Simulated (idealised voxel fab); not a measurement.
Documented hereafter: the process module known as voxel trench capacitor.
The cross-section shown here is cut; it is 260 nm wide and divided into square cells measuring 5 nm on a side.
A cross-section in this document is a grid of square cells, and it is written down as bands, the top band listed before the ones below it; a band is made up of one or more rows of cells. Top height, bottom height, nm. Materials left to right, width each, nm. Single material + "all across" = fills band edge to edge. "blank" = empty. Counting heights begins at 0, where everything beneath is, in the wafer as received, one material. The lowest band has no bottom; it goes on downwards, as "0 down" shows. So if you see something like "30->40" for the width, read it as the top row of the band sitting at the first number and the bottom row at the second, with every row in between moving by the same amount as the last. For the purposes of this document, the phrase "no alteration" attached to a step denotes that no cell within the cross-section was modified by that step. Each empty space that has no open way to the top and spans at least 8 cells appears under "Unvented internal voids" as width x height at distance, the distance counted from the left edge, all in nm. Read whatever lies past the settings on a step's line as the simulator's own remark about the step. Regarding "overlay nm": on a step with a mask, it is the distance the mask lay to the right of its planned place; a negative value places it to the left.

### The following list gives the planned process steps
step 1: RECEIVE, material Si
step 2: CONFORMAL_DEP, material SiN, thk nm 5
step 3: DIRECTIONAL_DEP, material aC, thk nm 15
step 4: PATTERN, tone open, mask id TRENCH, material resist, width nm 25, pitch nm 45, thk nm 30, overlay nm -15
step 5: DIRECTIONAL_ETCH, etch materials aC, depth nm 15
step 6: STRIP, etch materials resist
step 7: DIRECTIONAL_ETCH, etch materials SiN, depth nm 5
step 8: DIRECTIONAL_ETCH, etch materials Si, depth nm 35
step 9: STRIP, etch materials aC
step 10: CONFORMAL_DEP, material Al2O3, thk nm 5
step 11: FILL_DEP, material polySi, thk nm 10
step 12: CMP, height nm 5
The value of overlay nm given for step 4 in the plan refers to the first wafer; the wafers vary in this setting and are alike at the start.

### The first of several wafers as received, shown in cross-section; this is its state after step 1
  0 down | Si all across
  Unvented internal voids: none

### Take a look at the first of several wafers in cross-section: the module is done, and step 12 was its last step
  5 to 0 | 55 SiN, then 5 Al2O3, then 15 polySi, then 5 Al2O3, then 20 SiN, then 5 Al2O3, then 15 polySi, then 5 Al2O3, then 20 SiN, then 5 Al2O3, then 15 polySi, then 5 Al2O3, then 90 SiN
  0 to -30 | 55 Si, then 5 Al2O3, then 15 polySi, then 5 Al2O3, then 20 Si, then 5 Al2O3, then 15 polySi, then 5 Al2O3, then 20 Si, then 5 Al2O3, then 15 polySi, then 5 Al2O3, then 90 Si
  -30 to -35 | 55 Si, then 25 Al2O3, then 20 Si, then 25 Al2O3, then 20 Si, then 25 Al2O3, then 90 Si
  -35 down | Si all across
  Unvented internal voids: none

### Last-wafer cross-section at the end of the module
  5 to 0 | 85 SiN, then 5 Al2O3, then 15 polySi, then 5 Al2O3, then 20 SiN, then 5 Al2O3, then 15 polySi, then 5 Al2O3, then 20 SiN, then 5 Al2O3, then 15 polySi, then 5 Al2O3, then 60 SiN
  0 to -30 | 85 Si, then 5 Al2O3, then 15 polySi, then 5 Al2O3, then 20 Si, then 5 Al2O3, then 15 polySi, then 5 Al2O3, then 20 Si, then 5 Al2O3, then 15 polySi, then 5 Al2O3, then 60 Si
  -30 to -35 | 85 Si, then 25 Al2O3, then 20 Si, then 25 Al2O3, then 20 Si, then 25 Al2O3, then 60 Si
  -35 down | Si all across
  Unvented internal voids: none

### Rows = wafers. At module end, each row lists per material the cells gained (+) or lost (-) since the wafer was received, then the closed voids
overlay nm -15 | +57 Al2O3 | -105 Si | +37 SiN | +63 polySi | Unvented internal voids: none
overlay nm -10 | +57 Al2O3 | -105 Si | +37 SiN | +63 polySi | Unvented internal voids: none
overlay nm -5 | +57 Al2O3 | -105 Si | +37 SiN | +63 polySi | Unvented internal voids: none
overlay nm 0 | +57 Al2O3 | -105 Si | +37 SiN | +63 polySi | Unvented internal voids: none
overlay nm 5 | +57 Al2O3 | -105 Si | +37 SiN | +63 polySi | Unvented internal voids: none
overlay nm 10 | +57 Al2O3 | -105 Si | +37 SiN | +63 polySi | Unvented internal voids: none
overlay nm 15 | +57 Al2O3 | -105 Si | +37 SiN | +63 polySi | Unvented internal voids: none
